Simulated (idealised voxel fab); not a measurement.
The process module presented herein is designated voxel quadruple lines.
170 nm wide, 5 nm square cells: that's cross-section cut.
Format of a cross-section: grid, square cells. Given as bands. Order: top down. Band: one or more rows of cells.
The entry gives the band's vertical extent as a top height and a bottom height in nm, then its horizontal make-up as materials from left to right, each with a width in nm. "air" stands for empty space; a single material marked "all across" fills the band edge to edge.
Height is counted from the level 0, under which the received wafer is composed throughout of one material. The lowest of the bands is not closed at the bottom but continues downward, in the notation "from 0 down".
A two-number width, for instance "30..40", indicates that the width is equal to the first number in the top row of the band and to the second number in the bottom row, and that it changes by a constant amount per row of cells.
"nothing was modified", as given for a step, is the statement that not any cell of the cross-section underwent a change during that step.
You'll see "Sealed void listing" listing empty spaces that have no way open to the top, as long as they're 8 cells or more; the notation is width x height at distance, where the distance is from the left edge, and all of it is in nm.
On a step's line, text after the settings is the simulator commenting on that step.
"overlay nm", when on a step's line for a step with a mask, measures how far to the right of its planned place the mask lay; a negative measure means to the left.

## Set out below are the planned steps of the process
| 1 | RECEIVE, material Si |
| 2 | CONFORMAL_DEP, material SiO2, thk nm 10 |
| 3 | DIRECTIONAL_DEP, material TiN, thk nm 15 |
| 4 | DIRECTIONAL_DEP, material polySi, thk nm 20 |
| 5 | DIRECTIONAL_DEP, material aC, thk nm 25 |
| 6 | PATTERN, tone cover, mask id MANDREL, material resist, width nm 35, thk nm 35, overlay nm 0 |
| 7 | DIRECTIONAL_ETCH, etch materials aC, depth nm 25 |
| 8 | STRIP, etch materials resist |
| 9 | CONFORMAL_DEP, material SiO2, thk nm 15 |
| 10 | DIRECTIONAL_ETCH, etch materials SiO2, depth nm 15 |
| 11 | STRIP, etch materials aC |
| 12 | DIRECTIONAL_ETCH, etch materials polySi, depth nm 20 |
| 13 | STRIP, etch materials SiO2 |
| 14 | CONFORMAL_DEP, material SiCN, thk nm 10 |
| 15 | DIRECTIONAL_ETCH, etch materials SiCN, depth nm 10 |
| 16 | STRIP, etch materials polySi |
| 17 | DIRECTIONAL_ETCH, etch materials TiN, depth nm 15 |
| 18 | STRIP, etch materials SiCN |
| 19 | FILL_DEP, material SiO2, thk nm 10 |
| 20 | CMP, height nm 25 |

## Wafer cross-section on receipt, i.e. after step 1
    from 0 down: Si all across
    Sealed void listing: none

## Same starting wafer, same plan as above, one mistake in the execution; this is the cross-section at the end of the module
    from 25 to 10: 30 SiO2, then 10 TiN, then 15 SiO2, then 10 TiN, then 15 SiO2, then 10 TiN, then 15 SiO2, then 10 TiN, then 55 SiO2
    from 10 to 0: SiO2 all across
    from 0 down: Si all across
    Sealed void listing: none
Which mistake was made when the wafer was run? step 6: run off-plan, actual operation and settings PATTERN, tone cover, mask id MANDREL, material resist, width nm 35, thk nm 35, overlay nm -10
